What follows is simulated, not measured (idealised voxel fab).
Presented below is a process module, voxel self aligned vias.
It is cross-section cut that appears here, measuring 185 nm in width, its square cells being 5 nm in size.
We lay out every cross-section as a grid of square cells and spell it out in bands from the top down, where one band means one or more rows of cells.
Band: top and bottom heights (nm) first, top before bottom; then materials from left to right, widths in nm. "all across" marks a sole material filling the band edge to edge. "empty" denotes empty space.
Where do heights start? At 0: under that level the wafer as delivered is made of one material only. And the lowest band has no floor; it just carries on downward, as in "z 0 and below".
It should be noted that a width expressed as "30 to 40" varies in equal increments from row to row of cells within the band, taking the value of the first number at the top row and that of the second number at the bottom row.
Take "nothing different" at face value: in the step it is given for, the cross-section changed in none of its cells.
"Closed cavity list": sealed empty spaces, 8 cells or more, no open way to top, listed width x height at distance, with distance from the left edge and width, height and distance in nm.
It should be noted that, on the line of a given step, the content following the step's settings is a remark produced by the simulator itself with respect to that step.
When a step includes a mask, the "overlay nm" setting on its line states how far to the right of its planned place that mask lay, and negative values state how far to the left.
# The following list gives the planned process steps
step 1: RECEIVE: material Si
step 2: CONFORMAL_DEP: material SiO2, thk nm 15
step 3: CONFORMAL_DEP: material SiCN, thk nm 5
step 4: DIRECTIONAL_DEP: material SiO2, thk nm 20
step 5: MASKED_ETCH: tone open, mask id LINES, width nm 25, pitch nm 50, etch materials SiO2, depth nm 20, overlay nm 0
step 6: CONFORMAL_DEP: material TiN, thk nm 5
step 7: FILL_DEP: material W, thk nm 10
step 8: CMP: height nm 40
step 9: SELECTIVE_ETCH: etch materials W Ru TiN, depth nm 5
step 10: FILL_DEP: material SiN, thk nm 10
step 11: CMP: height nm 40
step 12: DIRECTIONAL_DEP: material SiO2, thk nm 20
step 13: MASKED_ETCH: tone open, mask id VIAS, width nm 35, pitch nm 50, etch materials SiO2, depth nm 20, overlay nm 0
step 14: MASKED_ETCH: tone open, mask id VIAS, width nm 35, pitch nm 50, etch materials SiN, depth nm 5, overlay nm 0
step 15: CONFORMAL_DEP: material TiN, thk nm 5
step 16: FILL_DEP: material Cu, thk nm 10
step 17: CMP: height nm 60
step 18: CONFORMAL_DEP: material SiCN, thk nm 5
# As-received state of the wafer in cross-section, equivalent to post-step 1
* z 0 and below = Si all across
* Closed cavity list: none
# Below is the wafer in cross-section after the module was completed. It began from the starting point shown above and followed the plan shown above, except that one mistake was made while running it
* z 65 to 60 = SiCN all across
* z 60 to 45 = SiO2=25, TiN=5, Cu=25, TiN=5, SiO2=15, TiN=5, Cu=25, TiN=5, SiO2=15, TiN=5, Cu=25, TiN=5, SiO2=25
* z 45 to 40 = SiO2=25, TiN=35, SiO2=15, TiN=35, SiO2=15, TiN=35, SiO2=25
* z 40 to 35 = SiCN all across
* z 35 to 0 = SiO2 all across
* z 0 and below = Si all across
* Closed cavity list: none
what went wrong: step 3 ran in the slot meant for step 4, and vice versa
